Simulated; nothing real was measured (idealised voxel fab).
Name of the process module below: voxel air gaps
Each square cell in cross-section cut measures 5 nm, and the section as a whole is 245 nm wide.
A cross-section in this document is a grid of square cells, and it is written down as bands, the top band listed before the ones below it; a band is made up of one or more rows of cells. In this notation a band is specified by the heights of its top and bottom, in that order and in nm, after which its materials appear from left to right, each paired with its width in nm. The word "full width" attached to a single material means that material fills the band from edge to edge; the word "air" stands for empty space. Measure heights from 0. That's the level where, below it, the as-received wafer is all one material. The lowest band is bottomless and extends downward; write it as in "from 0 down". Graded width ("30->40"): value in top row of band = first number; value in bottom row = second number; row-to-row change constant. Where a step carries "nothing got changed", the cross-section came out of it unchanged, cell for cell. In "Closed void listing" the enclosed voids are listed, meaning empty spaces of 8 cells or larger without any opening to the top. The form is width x height at distance, distance from the left edge, units nm. Text after the settings on a step's line: the simulator's own remark on that step. "overlay nm", when on a step's line for a step with a mask, measures how far to the right of its planned place the mask lay; a negative measure means to the left.

# Here's what the planned process steps look like
1. RECEIVE: material Si
2. CONFORMAL_DEP: material SiO2, thk nm 10
3. CONFORMAL_DEP: material SiN, thk nm 5
4. DIRECTIONAL_DEP: material lowk, thk nm 35
5. DIRECTIONAL_DEP: material aC, thk nm 10
6. PATTERN: tone open, mask id LINES, material resist, width nm 20, pitch nm 50, thk nm 25, overlay nm 0
7. DIRECTIONAL_ETCH: etch materials aC, depth nm 10
8. STRIP: etch materials resist
9. DIRECTIONAL_ETCH: etch materials lowk, depth nm 35
10. STRIP: etch materials aC
11. CONFORMAL_DEP: material TiN, thk nm 5
12. FILL_DEP: material Ru, thk nm 5
13. CMP: height nm 50
14. EPI: material Ru, thk nm 10
15. SELECTIVE_ETCH: etch materials lowk, depth nm 45
16. CONFORMAL_DEP: material SiCN, thk nm 5

# Received-state cross-section, reflecting completion of step 1
- from 0 down | Si full width
- Closed void listing: none

# Wafer at module end, in section. Began as above, planned as above, run with one mistake
- from 65 to 60 | air=45 | SiCN=150 | air=50
- from 60 to 50 | air=45 | SiCN=5 | Ru=40 | SiCN=10 | Ru=40 | SiCN=10 | Ru=40 | SiCN=5 | air=50
- from 50 to 20 | air=45 | SiCN=5 | Ru=10 | TiN=5 | Ru=10 | TiN=5 | Ru=10 | SiCN=10 | Ru=10 | TiN=5 | Ru=10 | TiN=5 | Ru=10 | SiCN=10 | Ru=10 | TiN=5 | Ru=10 | TiN=5 | Ru=10 | SiCN=5 | air=50
- from 20 to 15 | SiCN=50 | Ru=10 | TiN=20 | Ru=10 | SiCN=10 | Ru=10 | TiN=20 | Ru=10 | SiCN=10 | Ru=10 | TiN=20 | Ru=10 | SiCN=55
- from 15 to 10 | SiN full width
- from 10 to 0 | SiO2 full width
- from 0 down | Si full width
- Closed void listing: none
Short version of what went wrong: steps 14 and 15 of the plan were each performed in the slot designated for the other
